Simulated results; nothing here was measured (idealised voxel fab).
process module | voxel trench capacitor
cross-section cut | 165 nm wide | cells 5 nm
A cross-section is a grid of square cells, given in bands from the top down. A band is one or more rows of cells.
Each band's line starts with the height of the band's top and of its bottom, in nm. Then come its materials from left to right, each with its width in nm. One material with "throughout" fills the band from edge to edge. "air" is empty space.
Height 0 is the level under which the wafer as received is all one material. The lowest band goes on downwards, as in "0 down".
A width such as "30 to 40" changes by the same amount from each row of cells to the next, from the band's top row to its bottom row.
"no change" after a step means that no cell of the cross-section changed.
closed voids: empty space of 8 cells or more with no open way to the top, each as width x height at its distance from the left edge, in nm
after a step's settings: what the simulator itself notes on the step
overlay nm, on a step with a mask: how far to the right of its planned place the mask lay; to the left if negative
plan
1 op RECEIVE | material Si
2 op CONFORMAL_DEP | material SiN | thk nm 5
3 op DIRECTIONAL_DEP | material aC | thk nm 15
4 op PATTERN | tone open | mask id TRENCH | material resist | width nm 15 | pitch nm 40 | thk nm 35 | overlay nm 0
5 op DIRECTIONAL_ETCH | etch materials aC | depth nm 15
6 op STRIP | etch materials resist
7 op DIRECTIONAL_ETCH | etch materials SiN | depth nm 5
8 op DIRECTIONAL_ETCH | etch materials Si | depth nm 40
9 op STRIP | etch materials aC
10 op CONFORMAL_DEP | material Al2O3 | thk nm 5
11 op FILL_DEP | material polySi | thk nm 5
12 op CMP | height nm 5
as received, after step 1
  0 down: Si throughout
  closed voids: none
a wafer at the end: this start, this plan, one mistake
  5 to 0: SiN 35 | aC 5 | polySi 5 | aC 5 | SiN 25 | aC 5 | polySi 5 | aC 5 | SiN 25 | aC 5 | polySi 5 | aC 5 | SiN 35
  0 to -35: Si 35 | aC 5 | polySi 5 | aC 5 | Si 25 | aC 5 | polySi 5 | aC 5 | Si 25 | aC 5 | polySi 5 | aC 5 | Si 35
  -35 to -40: Si 35 | aC 15 | Si 25 | aC 15 | Si 25 | aC 15 | Si 35
  -40 down: Si throughout
  closed voids: none
what went wrong: step 10 ran as: op CONFORMAL_DEP | material aC | thk nm 5
